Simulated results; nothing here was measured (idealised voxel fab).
You're looking at the process module voxel released beams.
For reference, the cross-section in this document is cut, with width 140 nm and square cells of 5 nm.
Square cells in a grid make up a cross-section in this document, and the grid is given as bands, listed from the top down, each one or more rows of cells.
The band entry comprises the height of the band's top followed by the height of its bottom, expressed in nm, and subsequently the band's materials from left to right, each stated together with its width in nm. Where a single material is marked with the word "everywhere", that material fills the band from edge to edge. The word "empty" represents empty space.
Heights are reckoned from 0. Under this level, the received wafer is all of one material. The bottommost band is open-ended downward, for example "0 nm and below".
Note: "30 to 40" means the width goes from the first number (top row of the band) to the second number (bottom row) in equal steps per row of cells.
You'll sometimes find "remained unchanged" written for a step, and that's the way of saying that nowhere in the cross-section did a cell change during that step.
Listed in "Entrapped void list": every empty space of 8 or more cells without an open way to the top. Form: width x height at distance, the distance being from the left edge, all in nm.
Heads up: the bit after the settings on a step's line is the simulator's remark on that step.
The setting "overlay nm" may be written on the line of a step. When the step uses a mask, the value reports how far to the right of the planned place the mask lay, and a negative value reports that it lay to the left.
# These are the steps we planned for the process
1: RECEIVE, material Si
2: CONFORMAL_DEP, material Al2O3, thk nm 5
3: DIRECTIONAL_DEP, material SiO2, thk nm 10
4: MASKED_ETCH, tone open, mask id ANCHOR, width nm 30, etch materials SiO2, depth nm 10, overlay nm 0
5: CONFORMAL_DEP, material W, thk nm 10
6: MASKED_ETCH, tone cover, mask id BEAM, width nm 80, etch materials W, depth nm 10, overlay nm 0
7: STRIP, etch materials SiO2
# Here's what the wafer looked like in cross-section when it arrived - that's after step 1
> 0 nm and below: Si everywhere
> Entrapped void list: none
# Final cross-section, module run with one mistake (start and plan as above)
> 20 nm to 10 nm: 25 of empty, then 15 of W, then 10 of empty, then 55 of W, then 35 of empty
> 10 nm to 0 nm: 30 of empty, then 30 of W, then 80 of empty
> 0 nm and below: Si everywhere
> Entrapped void list: none
Diagnosis: yeah, step 2 of the plan got skipped, never ran
